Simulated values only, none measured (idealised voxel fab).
The following process module bears the name voxel air gaps.
Square cell edge 5 nm, section width 170 nm, ID cut.
We lay out every cross-section as a grid of square cells and spell it out in bands from the top down, where one band means one or more rows of cells. Heads up on the band format: heights come first, top then bottom, in nm. After that it's the materials left to right, each with its width in nm. A single material flagged "edge to edge" fills the whole band edge to edge, and "air" means there's empty space there. All heights in this document are referenced to 0, defined as the level beneath which the wafer, as received, consists entirely of one material. The lowest band is not bounded below; it extends indefinitely downward and is written in the form "z 0 and below". A width such as "30->40" changes by the same amount from each row of cells to the next, from the band's top row to its bottom row. "nothing got changed" means the step left every cell of the cross-section as it was. Entry "Closed void inventory" = empty spaces >= 8 cells with no open way to the top; each as width x height at distance, distance from left edge, all nm. Read whatever lies past the settings on a step's line as the simulator's own remark about the step. Among the settings permitted on a step's line is "overlay nm"; applied to a step with a mask, it specifies the extent to which the mask lay to the right of its planned position, whereas a negative figure signifies a position to the left.

-- Planned step list for the process
1) RECEIVE with material Si
2) CONFORMAL_DEP with material SiO2, thk nm 15
3) CONFORMAL_DEP with material SiCN, thk nm 5
4) DIRECTIONAL_DEP with material lowk, thk nm 30
5) MASKED_ETCH with tone open, mask id LINES, width nm 15, pitch nm 45, etch materials lowk, depth nm 30, overlay nm -15
6) CONFORMAL_DEP with material TiN, thk nm 5
7) FILL_DEP with material Cu, thk nm 10
8) CMP with height nm 50
9) EPI with material Ru, thk nm 10
10) SELECTIVE_ETCH with etch materials lowk, depth nm 40
11) CONFORMAL_DEP with material SiCN, thk nm 5
The plan shows the overlay nm of step 5 as the first wafer had it; this setting differs between the wafers, which start out alike.

-- After step 1, as received: first of several wafers, cross-section
* z 0 and below | Si edge to edge
* Closed void inventory: none

-- Quick key for the table: a row per wafer, taken at the end of the module. For each material it tells you how many cells the wafer gained (+) or lost (-) since it came in, and the closed voids come after
overlay nm -15; +15 Cu; +42 Ru; +140 SiCN; +102 SiO2; +39 TiN; Closed void inventory: 10 x 20 at 0; 20 x 20 at 35; 20 x 20 at 80
overlay nm -10; +15 Cu; +42 Ru; +140 SiCN; +102 SiO2; +39 TiN; Closed void inventory: 20 x 20 at 40; 20 x 20 at 85
overlay nm -5; +15 Cu; +42 Ru; +140 SiCN; +102 SiO2; +39 TiN; Closed void inventory: 20 x 20 at 45; 20 x 20 at 90
overlay nm 0; +15 Cu; +42 Ru; +140 SiCN; +102 SiO2; +39 TiN; Closed void inventory: 20 x 20 at 50; 20 x 20 at 95
overlay nm 5; +15 Cu; +42 Ru; +140 SiCN; +102 SiO2; +39 TiN; Closed void inventory: 20 x 20 at 55; 20 x 20 at 100
overlay nm 10; +15 Cu; +42 Ru; +140 SiCN; +102 SiO2; +39 TiN; Closed void inventory: 20 x 20 at 60; 20 x 20 at 105
overlay nm 15; +15 Cu; +42 Ru; +140 SiCN; +102 SiO2; +39 TiN; Closed void inventory: 20 x 20 at 65; 20 x 20 at 110
